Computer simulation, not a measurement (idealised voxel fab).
The process module presented herein is designated voxel gate over fins.
Square cells of 5 nm make up the cross-section cut, whose width is 280 nm.
Reading order for cross-sections: top band down to bottom band. Underlying form: a grid of square cells. Band size: one or more rows of cells.
This entry defines a band. It first specifies the height of the band's top and the height of its bottom in nm, and then specifies the band's materials from left to right, stating each material with its width in nm. The word "all across" identifies a single material that fills the band from edge to edge, while the word "air" identifies empty space.
Heights are expressed relative to 0, this being the level below which the as-received wafer comprises one material exclusively. The lowest band is unbounded in the downward direction and is denoted as in "0 nm and below".
You'd read "30->40" like this: the band's top row of cells is as wide as the first number, its bottom row is as wide as the second, and going down, every row changes width by the same amount as the row before did.
"remains unaltered" for a step: no cell of the cross-section changed in that step.
Closed empty spaces (no open way to the top) of 8 cells or more are what "Non-vented voids" lists, each as width x height at distance from the left edge, nm for all three.
Anything after a step's settings on that line? It's the simulator's own note about the step.
A step's line can hold "overlay nm"; with a mask on that step, the setting says how far right of the planned place the mask lay, while a negative setting says it lay to the left.
Pairs follow: section before one process step, section after it down to the lowest changed band, step with settings underneath. Pairs may come from different runs of this module on the same starting wafer; continuity with the pair above only as stated in the "Prior to step" entry.
Prior to step:
> 0 nm to -10 nm  55 nm air  5 nm Si  50 nm air  5 nm Si  50 nm air  5 nm Si  50 nm air  5 nm Si  55 nm air
> -10 nm to -15 nm  30 nm SiO2  25 nm air  5 nm Si  50 nm air  5 nm Si  50 nm air  5 nm Si  50 nm air  5 nm Si  25 nm air  30 nm SiO2
> -15 nm to -20 nm  30 nm SiO2  25 nm air  5 nm Si  15 nm air  5 nm TiN  5 nm Ru  5 nm TiN  20 nm air  5 nm Si  50 nm air  5 nm Si  50 nm air  5 nm Si  25 nm air  30 nm SiO2
> -20 nm to -25 nm  55 nm SiO2  5 nm Si  15 nm SiO2  15 nm TiN  20 nm SiO2  5 nm Si  50 nm SiO2  5 nm Si  50 nm SiO2  5 nm Si  55 nm SiO2
> -25 nm to -35 nm  55 nm SiO2  5 nm Si  50 nm SiO2  5 nm Si  50 nm SiO2  5 nm Si  50 nm SiO2  5 nm Si  55 nm SiO2
> -35 nm and below  Si all across
> Non-vented voids: none
Sectional View, Post-Process:
> 5 nm to 0 nm  50 nm air  15 nm HfO2  40 nm air  15 nm HfO2  40 nm air  15 nm HfO2  40 nm air  15 nm HfO2  50 nm air
> 0 nm to -5 nm  50 nm air  5 nm HfO2  5 nm Si  5 nm HfO2  40 nm air  5 nm HfO2  5 nm Si  5 nm HfO2  40 nm air  5 nm HfO2  5 nm Si  5 nm HfO2  40 nm air  5 nm HfO2  5 nm Si  5 nm HfO2  50 nm air
> -5 nm to -10 nm  35 nm HfO2  15 nm air  5 nm HfO2  5 nm Si  5 nm HfO2  40 nm air  5 nm HfO2  5 nm Si  5 nm HfO2  40 nm air  5 nm HfO2  5 nm Si  5 nm HfO2  40 nm air  5 nm HfO2  5 nm Si  5 nm HfO2  15 nm air  35 nm HfO2
> -10 nm to -15 nm  30 nm SiO2  5 nm HfO2  15 nm air  5 nm HfO2  5 nm Si  5 nm HfO2  5 nm air  25 nm HfO2  10 nm air  5 nm HfO2  5 nm Si  5 nm HfO2  40 nm air  5 nm HfO2  5 nm Si  5 nm HfO2  40 nm air  5 nm HfO2  5 nm Si  5 nm HfO2  15 nm air  5 nm HfO2  30 nm SiO2
> -15 nm to -20 nm  30 nm SiO2  25 nm HfO2  5 nm Si  15 nm HfO2  5 nm TiN  5 nm Ru  5 nm TiN  20 nm HfO2  5 nm Si  50 nm HfO2  5 nm Si  50 nm HfO2  5 nm Si  25 nm HfO2  30 nm SiO2
> Heights below -20 show no change.
> Non-vented voids: none
Going from one cross-section above to the next, the wafer undergoes CONFORMAL_DEP [material HfO2] [thk nm 5]
Prior to step: look at the pair above, its after cross-section is where this step starts.
Sectional View, Post-Process:
> 10 nm to 5 nm  45 nm air  25 nm TiN  30 nm air  25 nm TiN  30 nm air  25 nm TiN  30 nm air  25 nm TiN  45 nm air
> 5 nm to 0 nm  45 nm air  5 nm TiN  15 nm HfO2  5 nm TiN  30 nm air  5 nm TiN  15 nm HfO2  5 nm TiN  30 nm air  5 nm TiN  15 nm HfO2  5 nm TiN  30 nm air  5 nm TiN  15 nm HfO2  5 nm TiN  45 nm air
> 0 nm to -5 nm  40 nm TiN  5 nm air  5 nm TiN  5 nm HfO2  5 nm Si  5 nm HfO2  5 nm TiN  30 nm air  5 nm TiN  5 nm HfO2  5 nm Si  5 nm HfO2  5 nm TiN  30 nm air  5 nm TiN  5 nm HfO2  5 nm Si  5 nm HfO2  5 nm TiN  30 nm air  5 nm TiN  5 nm HfO2  5 nm Si  5 nm HfO2  5 nm TiN  5 nm air  40 nm TiN
> -5 nm to -10 nm  35 nm HfO2  5 nm TiN  5 nm air  5 nm TiN  5 nm HfO2  5 nm Si  5 nm HfO2  40 nm TiN  5 nm HfO2  5 nm Si  5 nm HfO2  5 nm TiN  30 nm air  5 nm TiN  5 nm HfO2  5 nm Si  5 nm HfO2  5 nm TiN  30 nm air  5 nm TiN  5 nm HfO2  5 nm Si  5 nm HfO2  5 nm TiN  5 nm air  5 nm TiN  35 nm HfO2
> -10 nm to -15 nm  30 nm SiO2  5 nm HfO2  15 nm TiN  5 nm HfO2  5 nm Si  5 nm HfO2  5 nm TiN  25 nm HfO2  10 nm TiN  5 nm HfO2  5 nm Si  5 nm HfO2  40 nm TiN  5 nm HfO2  5 nm Si  5 nm HfO2  40 nm TiN  5 nm HfO2  5 nm Si  5 nm HfO2  15 nm TiN  5 nm HfO2  30 nm SiO2
> Heights below -15 show no change.
> Non-vented voids: none
Going from one cross-section above to the next, the wafer undergoes CONFORMAL_DEP [material TiN] [thk nm 5]
Prior to step: look at the pair above, its after cross-section is where this step starts.
Sectional View, Post-Process:
> 20 nm to 10 nm  W all across
> 10 nm to 5 nm  45 nm W  25 nm TiN  30 nm W  25 nm TiN  30 nm W  25 nm TiN  30 nm W  25 nm TiN  45 nm W
> 5 nm to 0 nm  45 nm W  5 nm TiN  15 nm HfO2  5 nm TiN  30 nm W  5 nm TiN  15 nm HfO2  5 nm TiN  30 nm W  5 nm TiN  15 nm HfO2  5 nm TiN  30 nm W  5 nm TiN  15 nm HfO2  5 nm TiN  45 nm W
> 0 nm to -5 nm  40 nm TiN  5 nm W  5 nm TiN  5 nm HfO2  5 nm Si  5 nm HfO2  5 nm TiN  30 nm W  5 nm TiN  5 nm HfO2  5 nm Si  5 nm HfO2  5 nm TiN  30 nm W  5 nm TiN  5 nm HfO2  5 nm Si  5 nm HfO2  5 nm TiN  30 nm W  5 nm TiN  5 nm HfO2  5 nm Si  5 nm HfO2  5 nm TiN  5 nm W  40 nm TiN
> -5 nm to -10 nm  35 nm HfO2  5 nm TiN  5 nm W  5 nm TiN  5 nm HfO2  5 nm Si  5 nm HfO2  40 nm TiN  5 nm HfO2  5 nm Si  5 nm HfO2  5 nm TiN  30 nm W  5 nm TiN  5 nm HfO2  5 nm Si  5 nm HfO2  5 nm TiN  30 nm W  5 nm TiN  5 nm HfO2  5 nm Si  5 nm HfO2  5 nm TiN  5 nm W  5 nm TiN  35 nm HfO2
> Heights below -10 show no change.
> Non-vented voids: none
Going from one cross-section above to the next, the wafer undergoes FILL_DEP [material W] [thk nm 10]
Prior to step: look at the pair above, its after cross-section is where this step starts.
Sectional View, Post-Process:
> 15 nm to 10 nm  W all across
> Heights below 10 show no change.
> Non-vented voids: none
Going from one cross-section above to the next, the wafer undergoes CMP [height nm 15]
Prior to step: look at the pair above, its after cross-section is where this step starts.
Sectional View, Post-Process:
> 20 nm to 15 nm  SiN all across
> Heights below 15 show no change.
> Non-vented voids: none
Going from one cross-section above to the next, the wafer undergoes CONFORMAL_DEP [material SiN] [thk nm 5]
Prior to step:
> 5 nm to 0 nm  50 nm air  15 nm HfO2  40 nm air  15 nm HfO2  40 nm air  15 nm HfO2  40 nm air  15 nm HfO2  50 nm air
> 0 nm to -5 nm  50 nm air  5 nm HfO2  5 nm Si  5 nm HfO2  40 nm air  5 nm HfO2  5 nm Si  5 nm HfO2  40 nm air  5 nm HfO2  5 nm Si  5 nm HfO2  40 nm air  5 nm HfO2  5 nm Si  5 nm HfO2  50 nm air
> -5 nm to -10 nm  55 nm HfO2  5 nm Si  50 nm HfO2  5 nm Si  50 nm HfO2  5 nm Si  50 nm HfO2  5 nm Si  55 nm HfO2
> -10 nm to -15 nm  55 nm SiO2  5 nm Si  50 nm SiO2  5 nm Si  50 nm SiO2  5 nm Si  50 nm SiO2  5 nm Si  55 nm SiO2
> -15 nm to -20 nm  55 nm SiO2  5 nm Si  15 nm SiO2  5 nm TiN  5 nm Ru  5 nm TiN  20 nm SiO2  5 nm Si  50 nm SiO2  5 nm Si  50 nm SiO2  5 nm Si  55 nm SiO2
> -20 nm to -25 nm  55 nm SiO2  5 nm Si  15 nm SiO2  15 nm TiN  20 nm SiO2  5 nm Si  50 nm SiO2  5 nm Si  50 nm SiO2  5 nm Si  55 nm SiO2
> -25 nm to -35 nm  55 nm SiO2  5 nm Si  50 nm SiO2  5 nm Si  50 nm SiO2  5 nm Si  50 nm SiO2  5 nm Si  55 nm SiO2
> -35 nm and below  Si all across
> Non-vented voids: none
Sectional View, Post-Process:
> 20 nm to 10 nm  35 nm air  45 nm TiN  10 nm air  45 nm TiN  10 nm air  45 nm TiN  10 nm air  45 nm TiN  35 nm air
> 10 nm to 5 nm  TiN all across
> 5 nm to 0 nm  50 nm TiN  15 nm HfO2  40 nm TiN  15 nm HfO2  40 nm TiN  15 nm HfO2  40 nm TiN  15 nm HfO2  50 nm TiN
> 0 nm to -5 nm  50 nm TiN  5 nm HfO2  5 nm Si  5 nm HfO2  40 nm TiN  5 nm HfO2  5 nm Si  5 nm HfO2  40 nm TiN  5 nm HfO2  5 nm Si  5 nm HfO2  40 nm TiN  5 nm HfO2  5 nm Si  5 nm HfO2  50 nm TiN
> Heights below -5 show no change.
> Non-vented voids: none
Going from one cross-section above to the next, the wafer undergoes CONFORMAL_DEP [material TiN] [thk nm 15]
Prior to step: look at the pair above, its after cross-section is where this step starts.
Sectional View, Post-Process:
> 30 nm to 20 nm  W all across
> 20 nm to 10 nm  35 nm W  45 nm TiN  10 nm W  45 nm TiN  10 nm W  45 nm TiN  10 nm W  45 nm TiN  35 nm W
> Heights below 10 show no change.
> Non-vented voids: none
Going from one cross-section above to the next, the wafer undergoes FILL_DEP [material W] [thk nm 10]
Prior to step: look at the pair above, its after cross-section is where this step starts.
Sectional View, Post-Process:
> 15 nm to 10 nm  35 nm W  45 nm TiN  10 nm W  45 nm TiN  10 nm W  45 nm TiN  10 nm W  45 nm TiN  35 nm W
> Heights below 10 show no change.
> Non-vented voids: none
Going from one cross-section above to the next, the wafer undergoes CMP [height nm 15]
Prior to step: look at the pair above, its after cross-section is where this step starts.
Sectional View, Post-Process:
> 20 nm to 15 nm  SiN all across
> Heights below 15 show no change.
> Non-vented voids: none
Going from one cross-section above to the next, the wafer undergoes CONFORMAL_DEP [material SiN] [thk nm 5]
Prior to step:
> 10 nm to 0 nm  50 nm SiO2  15 nm SiN  40 nm SiO2  15 nm SiN  40 nm SiO2  15 nm SiN  40 nm SiO2  15 nm SiN  50 nm SiO2
> 0 nm to -35 nm  55 nm SiO2  5 nm Si  50 nm SiO2  5 nm Si  50 nm SiO2  5 nm Si  50 nm SiO2  5 nm Si  55 nm SiO2
> -35 nm and below  Si all across
> Non-vented voids: none
Sectional View, Post-Process:
> 25 nm to 10 nm  75 nm resist  20 nm air  185 nm resist
> Heights below 10 show no change.
> Non-vented voids: none
Going from one cross-section above to the next, the wafer undergoes PATTERN [tone open] [mask id RAIL] [material resist] [width nm 20] [thk nm 15] [overlay nm 0]
Prior to step: look at the pair above, its after cross-section is where this step starts.
Sectional View, Post-Process:
> 25 nm to 10 nm  75 nm resist  20 nm air  185 nm resist
> 10 nm to 0 nm  50 nm SiO2  15 nm SiN  10 nm SiO2  20 nm air  10 nm SiO2  15 nm SiN  40 nm SiO2  15 nm SiN  40 nm SiO2  15 nm SiN  50 nm SiO2
> 0 nm to -25 nm  55 nm SiO2  5 nm Si  15 nm SiO2  20 nm air  15 nm SiO2  5 nm Si  50 nm SiO2  5 nm Si  50 nm SiO2  5 nm Si  55 nm SiO2
> Heights below -25 show no change.
> Non-vented voids: none
Going from one cross-section above to the next, the wafer undergoes DIRECTIONAL_ETCH [etch materials SiO2] [depth nm 35]
Prior to step: look at the pair above, its after cross-section is where this step starts.
Sectional View, Post-Process:
> 10 nm to 0 nm  50 nm SiO2  15 nm SiN  10 nm SiO2  20 nm air  10 nm SiO2  15 nm SiN  40 nm SiO2  15 nm SiN  40 nm SiO2  15 nm SiN  50 nm SiO2
> Heights below 0 show no change.
> Non-vented voids: none
Going from one cross-section above to the next, the wafer undergoes STRIP [etch materials resist]
Prior to step: look at the pair above, its after cross-section is where this step starts.
Sectional View, Post-Process:
> 15 nm to 10 nm  80 nm TiN  10 nm air  190 nm TiN
> 10 nm to 0 nm  50 nm SiO2  15 nm SiN  10 nm SiO2  5 nm TiN  10 nm air  5 nm TiN  10 nm SiO2  15 nm SiN  40 nm SiO2  15 nm SiN  40 nm SiO2  15 nm SiN  50 nm SiO2
> 0 nm to -20 nm  55 nm SiO2  5 nm Si  15 nm SiO2  5 nm TiN  10 nm air  5 nm TiN  15 nm SiO2  5 nm Si  50 nm SiO2  5 nm Si  50 nm SiO2  5 nm Si  55 nm SiO2
> -20 nm to -25 nm  55 nm SiO2  5 nm Si  15 nm SiO2  20 nm TiN  15 nm SiO2  5 nm Si  50 nm SiO2  5 nm Si  50 nm SiO2  5 nm Si  55 nm SiO2
> Heights below -25 show no change.
> Non-vented voids: none
Going from one cross-section above to the next, the wafer undergoes CONFORMAL_DEP [material TiN] [thk nm 5]
Prior to step: look at the pair above, its after cross-section is where this step starts.
Sectional View, Post-Process:
> 25 nm to 15 nm  Ru all across
> 15 nm to 10 nm  80 nm TiN  10 nm Ru  190 nm TiN
> 10 nm to 0 nm  50 nm SiO2  15 nm SiN  10 nm SiO2  5 nm TiN  10 nm Ru  5 nm TiN  10 nm SiO2  15 nm SiN  40 nm SiO2  15 nm SiN  40 nm SiO2  15 nm SiN  50 nm SiO2
> 0 nm to -20 nm  55 nm SiO2  5 nm Si  15 nm SiO2  5 nm TiN  10 nm Ru  5 nm TiN  15 nm SiO2  5 nm Si  50 nm SiO2  5 nm Si  50 nm SiO2  5 nm Si  55 nm SiO2
> Heights below -20 show no change.
> Non-vented voids: none
Going from one cross-section above to the next, the wafer undergoes FILL_DEP [material Ru] [thk nm 10]
Prior to step: look at the pair above, its after cross-section is where this step starts.
Sectional View, Post-Process:
> 10 nm to 0 nm  50 nm SiO2  15 nm SiN  10 nm SiO2  5 nm TiN  10 nm Ru  5 nm TiN  10 nm SiO2  15 nm SiN  40 nm SiO2  15 nm SiN  40 nm SiO2  15 nm SiN  50 nm SiO2
> Heights below 0 show no change.
> Non-vented voids: none
Going from one cross-section above to the next, the wafer undergoes CMP [height nm 10]
Prior to step: look at the pair above, its after cross-section is where this step starts.
Sectional View, Post-Process:
> 10 nm to 0 nm  50 nm SiO2  15 nm SiN  10 nm SiO2  20 nm air  10 nm SiO2  15 nm SiN  40 nm SiO2  15 nm SiN  40 nm SiO2  15 nm SiN  50 nm SiO2
> 0 nm to -15 nm  55 nm SiO2  5 nm Si  15 nm SiO2  20 nm air  15 nm SiO2  5 nm Si  50 nm SiO2  5 nm Si  50 nm SiO2  5 nm Si  55 nm SiO2
> Heights below -15 show no change.
> Non-vented voids: none
Going from one cross-section above to the next, the wafer undergoes SELECTIVE_ETCH [etch materials W Ru TiN] [depth nm 25]
Prior to step: look at the pair above, its after cross-section is where this step starts.
Sectional View, Post-Process:
> 15 nm to 10 nm  SiO2 all across
> 10 nm to 0 nm  50 nm SiO2  15 nm SiN  40 nm SiO2  15 nm SiN  40 nm SiO2  15 nm SiN  40 nm SiO2  15 nm SiN  50 nm SiO2
> 0 nm to -15 nm  55 nm SiO2  5 nm Si  50 nm SiO2  5 nm Si  50 nm SiO2  5 nm Si  50 nm SiO2  5 nm Si  55 nm SiO2
> Heights below -15 show no change.
> Non-vented voids: none
Going from one cross-section above to the next, the wafer undergoes FILL_DEP [material SiO2] [thk nm 5]
Prior to step: look at the pair above, its after cross-section is where this step starts.
Sectional View, Post-Process:
> 10 nm to 0 nm  50 nm SiO2  15 nm SiN  40 nm SiO2  15 nm SiN  40 nm SiO2  15 nm SiN  40 nm SiO2  15 nm SiN  50 nm SiO2
> Heights below 0 show no change.
> Non-vented voids: none
Going from one cross-section above to the next, the wafer undergoes CMP [height nm 10]
Prior to step: look at the pair above, its after cross-section is where this step starts.
Sectional View, Post-Process:
> 10 nm to 0 nm  50 nm air  15 nm SiN  40 nm air  15 nm SiN  40 nm air  15 nm SiN  40 nm air  15 nm SiN  50 nm air
> 0 nm to -10 nm  55 nm air  5 nm Si  50 nm air  5 nm Si  50 nm air  5 nm Si  50 nm air  5 nm Si  55 nm air
> Heights below -10 show no change.
> Non-vented voids: none
Going from one cross-section above to the next, the wafer undergoes SELECTIVE_ETCH [etch materials SiO2] [depth nm 20]
Prior to step: look at the pair above, its after cross-section is where this step starts.
Sectional View, Post-Process:
> 0 nm to -10 nm  55 nm air  5 nm Si  50 nm air  5 nm Si  50 nm air  5 nm Si  50 nm air  5 nm Si  55 nm air
> Heights below -10 show no change.
> Non-vented voids: none
Going from one cross-section above to the next, the wafer undergoes STRIP [etch materials SiN]
Prior to step: look at the pair above, its after cross-section is where this step starts.
Sectional View, Post-Process:
> 5 nm to 0 nm  50 nm air  15 nm HfO2  40 nm air  15 nm HfO2  40 nm air  15 nm HfO2  40 nm air  15 nm HfO2  50 nm air
> 0 nm to -5 nm  50 nm air  5 nm HfO2  5 nm Si  5 nm HfO2  40 nm air  5 nm HfO2  5 nm Si  5 nm HfO2  40 nm air  5 nm HfO2  5 nm Si  5 nm HfO2  40 nm air  5 nm HfO2  5 nm Si  5 nm HfO2  50 nm air
> -5 nm to -10 nm  55 nm HfO2  5 nm Si  50 nm HfO2  5 nm Si  50 nm HfO2  5 nm Si  50 nm HfO2  5 nm Si  55 nm HfO2
> Heights below -10 show no change.
> Non-vented voids: none
Going from one cross-section above to the next, the wafer undergoes CONFORMAL_DEP [material HfO2] [thk nm 5]
Prior to step: look at the pair above, its after cross-section is where this step starts.
Sectional View, Post-Process:
> 10 nm to 5 nm  45 nm air  25 nm TiN  30 nm air  25 nm TiN  30 nm air  25 nm TiN  30 nm air  25 nm TiN  45 nm air
> 5 nm to 0 nm  45 nm air  5 nm TiN  15 nm HfO2  5 nm TiN  30 nm air  5 nm TiN  15 nm HfO2  5 nm TiN  30 nm air  5 nm TiN  15 nm HfO2  5 nm TiN  30 nm air  5 nm TiN  15 nm HfO2  5 nm TiN  45 nm air
> 0 nm to -5 nm  50 nm TiN  5 nm HfO2  5 nm Si  5 nm HfO2  40 nm TiN  5 nm HfO2  5 nm Si  5 nm HfO2  40 nm TiN  5 nm HfO2  5 nm Si  5 nm HfO2  40 nm TiN  5 nm HfO2  5 nm Si  5 nm HfO2  50 nm TiN
> Heights below -5 show no change.
> Non-vented voids: none
Going from one cross-section above to the next, the wafer undergoes CONFORMAL_DEP [material TiN] [thk nm 5]
Prior to step: look at the pair above, its after cross-section is where this step starts.
Sectional View, Post-Process:
> 20 nm to 10 nm  W all across
> 10 nm to 5 nm  45 nm W  25 nm TiN  30 nm W  25 nm TiN  30 nm W  25 nm TiN  30 nm W  25 nm TiN  45 nm W
> 5 nm to 0 nm  45 nm W  5 nm TiN  15 nm HfO2  5 nm TiN  30 nm W  5 nm TiN  15 nm HfO2  5 nm TiN  30 nm W  5 nm TiN  15 nm HfO2  5 nm TiN  30 nm W  5 nm TiN  15 nm HfO2  5 nm TiN  45 nm W
> Heights below 0 show no change.
> Non-vented voids: none
Going from one cross-section above to the next, the wafer undergoes FILL_DEP [material W] [thk nm 10]
Prior to step: look at the pair above, its after cross-section is where this step starts.
Sectional View, Post-Process:
> 15 nm to 10 nm  W all across
> Heights below 10 show no change.
> Non-vented voids: none
Going from one cross-section above to the next, the wafer undergoes CMP [height nm 15]
Prior to step: look at the pair above, its after cross-section is where this step starts.
Sectional View, Post-Process:
> 20 nm to 15 nm  SiN all across
> Heights below 15 show no change.
> Non-vented voids: none
Going from one cross-section above to the next, the wafer undergoes CONFORMAL_DEP [material SiN] [thk nm 5]
Prior to step:
> 10 nm to 0 nm  50 nm SiO2  15 nm SiN  40 nm SiO2  15 nm SiN  40 nm SiO2  15 nm SiN  40 nm SiO2  15 nm SiN  50 nm SiO2
> 0 nm to -35 nm  55 nm SiO2  5 nm Si  50 nm SiO2  5 nm Si  50 nm SiO2  5 nm Si  50 nm SiO2  5 nm Si  55 nm SiO2
> -35 nm and below  Si all across
> Non-vented voids: none
Sectional View, Post-Process:
> 25 nm to 10 nm  80 nm resist  15 nm air  185 nm resist
> Heights below 10 show no change.
> Non-vented voids: none
Going from one cross-section above to the next, the wafer undergoes PATTERN [tone open] [mask id RAIL] [material resist] [width nm 15] [thk nm 15] [overlay nm 5]
Prior to step: look at the pair above, its after cross-section is where this step starts.
Sectional View, Post-Process:
> 25 nm to 10 nm  80 nm resist  15 nm air  185 nm resist
> 10 nm to 0 nm  50 nm SiO2  15 nm SiN  15 nm SiO2  15 nm air  10 nm SiO2  15 nm SiN  40 nm SiO2  15 nm SiN  40 nm SiO2  15 nm SiN  50 nm SiO2
> 0 nm to -25 nm  55 nm SiO2  5 nm Si  20 nm SiO2  15 nm air  15 nm SiO2  5 nm Si  50 nm SiO2  5 nm Si  50 nm SiO2  5 nm Si  55 nm SiO2
> Heights below -25 show no change.
> Non-vented voids: none
Going from one cross-section above to the next, the wafer undergoes DIRECTIONAL_ETCH [etch materials SiO2] [depth nm 35]
Prior to step: look at the pair above, its after cross-section is where this step starts.
Sectional View, Post-Process:
> 10 nm to 0 nm  50 nm SiO2  15 nm SiN  15 nm SiO2  15 nm air  10 nm SiO2  15 nm SiN  40 nm SiO2  15 nm SiN  40 nm SiO2  15 nm SiN  50 nm SiO2
> Heights below 0 show no change.
> Non-vented voids: none
Going from one cross-section above to the next, the wafer undergoes STRIP [etch materials resist]
Prior to step: look at the pair above, its after cross-section is where this step starts.
Sectional View, Post-Process:
> 15 nm to 10 nm  85 nm TiN  5 nm air  190 nm TiN
> 10 nm to 0 nm  50 nm SiO2  15 nm SiN  15 nm SiO2  5 nm TiN  5 nm air  5 nm TiN  10 nm SiO2  15 nm SiN  40 nm SiO2  15 nm SiN  40 nm SiO2  15 nm SiN  50 nm SiO2
> 0 nm to -20 nm  55 nm SiO2  5 nm Si  20 nm SiO2  5 nm TiN  5 nm air  5 nm TiN  15 nm SiO2  5 nm Si  50 nm SiO2  5 nm Si  50 nm SiO2  5 nm Si  55 nm SiO2
> -20 nm to -25 nm  55 nm SiO2  5 nm Si  20 nm SiO2  15 nm TiN  15 nm SiO2  5 nm Si  50 nm SiO2  5 nm Si  50 nm SiO2  5 nm Si  55 nm SiO2
> Heights below -25 show no change.
> Non-vented voids: none
Going from one cross-section above to the next, the wafer undergoes CONFORMAL_DEP [material TiN] [thk nm 5]
Prior to step: look at the pair above, its after cross-section is where this step starts.
Sectional View, Post-Process:
> 25 nm to 15 nm  Ru all across
> 15 nm to 10 nm  85 nm TiN  5 nm Ru  190 nm TiN
> 10 nm to 0 nm  50 nm SiO2  15 nm SiN  15 nm SiO2  5 nm TiN  5 nm Ru  5 nm TiN  10 nm SiO2  15 nm SiN  40 nm SiO2  15 nm SiN  40 nm SiO2  15 nm SiN  50 nm SiO2
> 0 nm to -20 nm  55 nm SiO2  5 nm Si  20 nm SiO2  5 nm TiN  5 nm Ru  5 nm TiN  15 nm SiO2  5 nm Si  50 nm SiO2  5 nm Si  50 nm SiO2  5 nm Si  55 nm SiO2
> Heights below -20 show no change.
> Non-vented voids: none
Going from one cross-section above to the next, the wafer undergoes FILL_DEP [material Ru] [thk nm 10]
Prior to step: look at the pair above, its after cross-section is where this step starts.
Sectional View, Post-Process:
> 10 nm to 0 nm  50 nm SiO2  15 nm SiN  15 nm SiO2  5 nm TiN  5 nm Ru  5 nm TiN  10 nm SiO2  15 nm SiN  40 nm SiO2  15 nm SiN  40 nm SiO2  15 nm SiN  50 nm SiO2
> Heights below 0 show no change.
> Non-vented voids: none
Going from one cross-section above to the next, the wafer undergoes CMP [height nm 10]
Prior to step: look at the pair above, its after cross-section is where this step starts.
Sectional View, Post-Process:
> 10 nm to 0 nm  50 nm SiO2  15 nm SiN  15 nm SiO2  15 nm air  10 nm SiO2  15 nm SiN  40 nm SiO2  15 nm SiN  40 nm SiO2  15 nm SiN  50 nm SiO2
> 0 nm to -15 nm  55 nm SiO2  5 nm Si  20 nm SiO2  15 nm air  15 nm SiO2  5 nm Si  50 nm SiO2  5 nm Si  50 nm SiO2  5 nm Si  55 nm SiO2
> Heights below -15 show no change.
> Non-vented voids: none
Going from one cross-section above to the next, the wafer undergoes SELECTIVE_ETCH [etch materials W Ru TiN] [depth nm 25]
Prior to step: look at the pair above, its after cross-section is where this step starts.
Sectional View, Post-Process:
> 15 nm to 10 nm  SiO2 all across
> 10 nm to 0 nm  50 nm SiO2  15 nm SiN  40 nm SiO2  15 nm SiN  40 nm SiO2  15 nm SiN  40 nm SiO2  15 nm SiN  50 nm SiO2
> 0 nm to -15 nm  55 nm SiO2  5 nm Si  50 nm SiO2  5 nm Si  50 nm SiO2  5 nm Si  50 nm SiO2  5 nm Si  55 nm SiO2
> Heights below -15 show no change.
> Non-vented voids: none
Going from one cross-section above to the next, the wafer undergoes FILL_DEP [material SiO2] [thk nm 5]
Prior to step: look at the pair above, its after cross-section is where this step starts.
Sectional View, Post-Process:
> 10 nm to 0 nm  50 nm SiO2  15 nm SiN  40 nm SiO2  15 nm SiN  40 nm SiO2  15 nm SiN  40 nm SiO2  15 nm SiN  50 nm SiO2
> Heights below 0 show no change.
> Non-vented voids: none
Going from one cross-section above to the next, the wafer undergoes CMP [height nm 10]
Prior to step: look at the pair above, its after cross-section is where this step starts.
Sectional View, Post-Process:
> 10 nm to 0 nm  50 nm air  15 nm SiN  40 nm air  15 nm SiN  40 nm air  15 nm SiN  40 nm air  15 nm SiN  50 nm air
> 0 nm to -10 nm  55 nm air  5 nm Si  50 nm air  5 nm Si  50 nm air  5 nm Si  50 nm air  5 nm Si  55 nm air
> Heights below -10 show no change.
> Non-vented voids: none
Going from one cross-section above to the next, the wafer undergoes SELECTIVE_ETCH [etch materials SiO2] [depth nm 20]
Prior to step: look at the pair above, its after cross-section is where this step starts.
Sectional View, Post-Process:
> 0 nm to -10 nm  55 nm air  5 nm Si  50 nm air  5 nm Si  50 nm air  5 nm Si  50 nm air  5 nm Si  55 nm air
> Heights below -10 show no change.
> Non-vented voids: none
Going from one cross-section above to the next, the wafer undergoes STRIP [etch materials SiN]
Prior to step: look at the pair above, its after cross-section is where this step starts.
Sectional View, Post-Process:
> 5 nm to 0 nm  50 nm air  15 nm HfO2  40 nm air  15 nm HfO2  40 nm air  15 nm HfO2  40 nm air  15 nm HfO2  50 nm air
> 0 nm to -5 nm  50 nm air  5 nm HfO2  5 nm Si  5 nm HfO2  40 nm air  5 nm HfO2  5 nm Si  5 nm HfO2  40 nm air  5 nm HfO2  5 nm Si  5 nm HfO2  40 nm air  5 nm HfO2  5 nm Si  5 nm HfO2  50 nm air
> -5 nm to -10 nm  55 nm HfO2  5 nm Si  50 nm HfO2  5 nm Si  50 nm HfO2  5 nm Si  50 nm HfO2  5 nm Si  55 nm HfO2
> Heights below -10 show no change.
> Non-vented voids: none
Going from one cross-section above to the next, the wafer undergoes CONFORMAL_DEP [material HfO2] [thk nm 5]
Prior to step: look at the pair above, its after cross-section is where this step starts.
Sectional View, Post-Process:
> 10 nm to 5 nm  45 nm air  25 nm TiN  30 nm air  25 nm TiN  30 nm air  25 nm TiN  30 nm air  25 nm TiN  45 nm air
> 5 nm to 0 nm  45 nm air  5 nm TiN  15 nm HfO2  5 nm TiN  30 nm air  5 nm TiN  15 nm HfO2  5 nm TiN  30 nm air  5 nm TiN  15 nm HfO2  5 nm TiN  30 nm air  5 nm TiN  15 nm HfO2  5 nm TiN  45 nm air
> 0 nm to -5 nm  50 nm TiN  5 nm HfO2  5 nm Si  5 nm HfO2  40 nm TiN  5 nm HfO2  5 nm Si  5 nm HfO2  40 nm TiN  5 nm HfO2  5 nm Si  5 nm HfO2  40 nm TiN  5 nm HfO2  5 nm Si  5 nm HfO2  50 nm TiN
> Heights below -5 show no change.
> Non-vented voids: none
Going from one cross-section above to the next, the wafer undergoes CONFORMAL_DEP [material TiN] [thk nm 5]
Prior to step: look at the pair above, its after cross-section is where this step starts.
Sectional View, Post-Process:
> 20 nm to 10 nm  W all across
> 10 nm to 5 nm  45 nm W  25 nm TiN  30 nm W  25 nm TiN  30 nm W  25 nm TiN  30 nm W  25 nm TiN  45 nm W
> 5 nm to 0 nm  45 nm W  5 nm TiN  15 nm HfO2  5 nm TiN  30 nm W  5 nm TiN  15 nm HfO2  5 nm TiN  30 nm W  5 nm TiN  15 nm HfO2  5 nm TiN  30 nm W  5 nm TiN  15 nm HfO2  5 nm TiN  45 nm W
> Heights below 0 show no change.
> Non-vented voids: none
Going from one cross-section above to the next, the wafer undergoes FILL_DEP [material W] [thk nm 10]
Prior to step: look at the pair above, its after cross-section is where this step starts.
Sectional View, Post-Process:
> 15 nm to 10 nm  W all across
> Heights below 10 show no change.
> Non-vented voids: none
Going from one cross-section above to the next, the wafer undergoes CMP [height nm 15]
Prior to step: look at the pair above, its after cross-section is where this step starts.
Sectional View, Post-Process:
> 20 nm to 15 nm  SiN all across
> Heights below 15 show no change.
> Non-vented voids: none
Going from one cross-section above to the next, the wafer undergoes CONFORMAL_DEP [material SiN] [thk nm 5]
